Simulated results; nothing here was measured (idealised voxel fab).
Name of the process module below: voxel transistor to metal
Pictured: cross-section cut, 160 nm wide, on a grid of 5 nm square cells.
Each cross-section below is a grid of square cells, stated as bands in top-down order, with one or more rows of cells making up each band. Per band: top height and bottom height in nm, followed by the left-to-right materials and their widths in nm; "everywhere" marks a single material spanning edge to edge, "empty" marks empty space. Heights from 0 (as-received wafer is one material below). Bottom band endless downward, as "top 0, no bottom". Width spec "30 to 40" -> top row of cells at first value, bottom row at second value, equal per-row change in between. Reading "no change occurred" for a step: not a cell of the cross-section changed in it. Closed-off voids of 8+ cells (no open route to the top) go in "Unvented voids", written width x height at distance from the left edge, in nm. Whatever follows a step's settings on its line is a remark the simulator itself makes about that step. A step's line can hold "overlay nm"; with a mask on that step, the setting says how far right of the planned place the mask lay, while a negative setting says it lay to the left. Before/after cross-section pairs, one process step each; after shown to lowest changed band; step and settings beneath. Pairs may be from different runs of this module on the same starting wafer; a pair continues from the one above only where its "Before the process" entry says so.

## Before the process
    top 35, bottom 30  65 of SiCN, 5 of empty, 5 of SiN, 5 of empty, 5 of SiN, 5 of empty, 70 of SiCN
    top 30, bottom 25  65 of SiCN, 5 of SiO2, 5 of SiN, 5 of empty, 5 of SiN, 5 of SiO2, 70 of SiCN
    top 25, bottom 0  65 of polySi, 5 of SiO2, 5 of SiN, 5 of empty, 5 of SiN, 5 of SiO2, 70 of polySi
    top 0, bottom -5  75 of SiO2, 5 of empty, 80 of SiO2
    top -5, bottom -35  25 of SiO2, 105 of Si, 30 of SiO2
    top -35, no bottom  Si everywhere
    Unvented voids: none

## Sectional View, Post-Process
    top 35, bottom 30  65 of SiCN, 5 of empty, 5 of SiN, 5 of empty, 5 of SiN, 5 of empty, 70 of SiCN
    top 30, bottom 25  65 of SiCN, 5 of SiO2, 5 of SiN, 5 of empty, 5 of SiN, 5 of SiO2, 70 of SiCN
    top 25, bottom 0  65 of polySi, 5 of SiO2, 5 of SiN, 5 of empty, 5 of SiN, 5 of SiO2, 70 of polySi
    top 0, bottom -5  75 of SiO2, 5 of pSi, 80 of SiO2
    Beneath the level -5, the cross-section is identical to its previous state.
    Unvented voids: none
Which step turns the before cross-section above into the after cross-section? EPI, material pSi, thk nm 5

Before the process: see preceding pair, after cross-section.

## Sectional View, Post-Process
    top 45, bottom 35  SiO2 everywhere
    top 35, bottom 25  65 of SiCN, 5 of SiO2, 5 of SiN, 5 of SiO2, 5 of SiN, 5 of SiO2, 70 of SiCN
    top 25, bottom 0  65 of polySi, 5 of SiO2, 5 of SiN, 5 of SiO2, 5 of SiN, 5 of SiO2, 70 of polySi
    Beneath the level 0, the cross-section is identical to its previous state.
    Unvented voids: none
Which step turns the before cross-section above into the after cross-section? FILL_DEP, material SiO2, thk nm 10

Before the process: see preceding pair, after cross-section.

## Sectional View, Post-Process
    top 35, bottom 25  65 of SiCN, 5 of SiO2, 5 of SiN, 5 of SiO2, 5 of SiN, 5 of SiO2, 70 of SiCN
    Beneath the level 25, the cross-section is identical to its previous state.
    Unvented voids: none
Which step turns the before cross-section above into the after cross-section? CMP, height nm 35

Before the process: see preceding pair, after cross-section.

## Sectional View, Post-Process
    top 45, bottom 35  SiO2 everywhere
    Beneath the level 35, the cross-section is identical to its previous state.
    Unvented voids: none
Which step turns the before cross-section above into the after cross-section? DIRECTIONAL_DEP, material SiO2, thk nm 10

Before the process: see preceding pair, after cross-section.

## Sectional View, Post-Process
    top 45, bottom 35  25 of SiO2, 35 of empty, 35 of SiO2, 35 of empty, 30 of SiO2
    Beneath the level 35, the cross-section is identical to its previous state.
    Unvented voids: none
Which step turns the before cross-section above into the after cross-section? MASKED_ETCH, tone open, mask id CONTACT, width nm 35, pitch nm 70, etch materials SiO2, depth nm 45, overlay nm 0

Before the process: see preceding pair, after cross-section.

## Sectional View, Post-Process
    top 50, bottom 45  30 of TiN, 25 of empty, 45 of TiN, 25 of empty, 35 of TiN
    top 45, bottom 40  25 of SiO2, 5 of TiN, 25 of empty, 5 of TiN, 35 of SiO2, 5 of TiN, 25 of empty, 5 of TiN, 30 of SiO2
    top 40, bottom 35  25 of SiO2, 35 of TiN, 35 of SiO2, 35 of TiN, 30 of SiO2
    Beneath the level 35, the cross-section is identical to its previous state.
    Unvented voids: none
Which step turns the before cross-section above into the after cross-section? CONFORMAL_DEP, material TiN, thk nm 5

Before the process: see preceding pair, after cross-section.

## Sectional View, Post-Process
    top 60, bottom 50  Ru everywhere
    top 50, bottom 45  30 of TiN, 25 of Ru, 45 of TiN, 25 of Ru, 35 of TiN
    top 45, bottom 40  25 of SiO2, 5 of TiN, 25 of Ru, 5 of TiN, 35 of SiO2, 5 of TiN, 25 of Ru, 5 of TiN, 30 of SiO2
    Beneath the level 40, the cross-section is identical to its previous state.
    Unvented voids: none
Which step turns the before cross-section above into the after cross-section? FILL_DEP, material Ru, thk nm 10

Before the process: see preceding pair, after cross-section.

## Sectional View, Post-Process
    top 45, bottom 40  25 of SiO2, 5 of TiN, 25 of Ru, 5 of TiN, 35 of SiO2, 5 of TiN, 25 of Ru, 5 of TiN, 30 of SiO2
    Beneath the level 40, the cross-section is identical to its previous state.
    Unvented voids: none
Which step turns the before cross-section above into the after cross-section? CMP, height nm 45

Before the process: see preceding pair, after cross-section.

## Sectional View, Post-Process
    top 50, bottom 45  SiN everywhere
    Beneath the level 45, the cross-section is identical to its previous state.
    Unvented voids: none
Which step turns the before cross-section above into the after cross-section? CONFORMAL_DEP, material SiN, thk nm 5

Before the process: see preceding pair, after cross-section.

## Sectional View, Post-Process
    top 70, bottom 50  lowk everywhere
    Beneath the level 50, the cross-section is identical to its previous state.
    Unvented voids: none
Which step turns the before cross-section above into the after cross-section? DIRECTIONAL_DEP, material lowk, thk nm 20

Before the process: see preceding pair, after cross-section.

## Sectional View, Post-Process
    top 90, bottom 70  25 of resist, 20 of empty, 65 of resist, 20 of empty, 30 of resist
    Beneath the level 70, the cross-section is identical to its previous state.
    Unvented voids: none
Which step turns the before cross-section above into the after cross-section? PATTERN, tone open, mask id METAL_1, material resist, width nm 20, pitch nm 85, thk nm 20, overlay nm 0

Before the process: see preceding pair, after cross-section.

## Sectional View, Post-Process
    top 90, bottom 70  25 of resist, 20 of empty, 65 of resist, 20 of empty, 30 of resist
    top 70, bottom 50  25 of lowk, 20 of empty, 65 of lowk, 20 of empty, 30 of lowk
    Beneath the level 50, the cross-section is identical to its previous state.
    Unvented voids: none
Which step turns the before cross-section above into the after cross-section? DIRECTIONAL_ETCH, etch materials lowk, depth nm 20

Before the process: see preceding pair, after cross-section.

## Sectional View, Post-Process
    top 90, bottom 70  25 of resist, 20 of empty, 65 of resist, 20 of empty, 30 of resist
    top 70, bottom 50  25 of lowk, 20 of empty, 65 of lowk, 20 of empty, 30 of lowk
    top 50, bottom 45  25 of SiN, 20 of empty, 65 of SiN, 20 of empty, 30 of SiN
    Beneath the level 45, the cross-section is identical to its previous state.
    Unvented voids: none
Which step turns the before cross-section above into the after cross-section? DIRECTIONAL_ETCH, etch materials SiN, depth nm 5

Before the process: see preceding pair, after cross-section.

## Sectional View, Post-Process
    top 70, bottom 50  25 of lowk, 20 of empty, 65 of lowk, 20 of empty, 30 of lowk
    Beneath the level 50, the cross-section is identical to its previous state.
    Unvented voids: none
Which step turns the before cross-section above into the after cross-section? STRIP, etch materials resist

Before the process: see preceding pair, after cross-section.

## Sectional View, Post-Process
    top 75, bottom 70  30 of TiN, 10 of empty, 75 of TiN, 10 of empty, 35 of TiN
    top 70, bottom 50  25 of lowk, 5 of TiN, 10 of empty, 5 of TiN, 65 of lowk, 5 of TiN, 10 of empty, 5 of TiN, 30 of lowk
    top 50, bottom 45  25 of SiN, 20 of TiN, 65 of SiN, 20 of TiN, 30 of SiN
    Beneath the level 45, the cross-section is identical to its previous state.
    Unvented voids: none
Which step turns the before cross-section above into the after cross-section? CONFORMAL_DEP, material TiN, thk nm 5

Before the process: see preceding pair, after cross-section.

## Sectional View, Post-Process
    top 80, bottom 75  W everywhere
    top 75, bottom 70  30 of TiN, 10 of W, 75 of TiN, 10 of W, 35 of TiN
    top 70, bottom 50  25 of lowk, 5 of TiN, 10 of W, 5 of TiN, 65 of lowk, 5 of TiN, 10 of W, 5 of TiN, 30 of lowk
    Beneath the level 50, the cross-section is identical to its previous state.
    Unvented voids: none
Which step turns the before cross-section above into the after cross-section? FILL_DEP, material W, thk nm 5

Before the process: see preceding pair, after cross-section.

## Sectional View, Post-Process
    top 70, bottom 50  25 of lowk, 5 of TiN, 10 of W, 5 of TiN, 65 of lowk, 5 of TiN, 10 of W, 5 of TiN, 30 of lowk
    Beneath the level 50, the cross-section is identical to its previous state.
    Unvented voids: none
Which step turns the before cross-section above into the after cross-section? CMP, height nm 70

Before the process: see preceding pair, after cross-section.

## Sectional View, Post-Process
    top 75, bottom 70  20 of empty, 30 of Ru, 55 of empty, 30 of Ru, 25 of empty
    Beneath the level 70, the cross-section is identical to its previous state.
    Unvented voids: none
Which step turns the before cross-section above into the after cross-section? EPI, material Ru, thk nm 5

Before the process: see preceding pair, after cross-section.

## Sectional View, Post-Process
    top 80, bottom 75  SiCN everywhere
    top 75, bottom 70  20 of SiCN, 30 of Ru, 55 of SiCN, 30 of Ru, 25 of SiCN
    Beneath the level 70, the cross-section is identical to its previous state.
    Unvented voids: none
Which step turns the before cross-section above into the after cross-section? FILL_DEP, material SiCN, thk nm 5
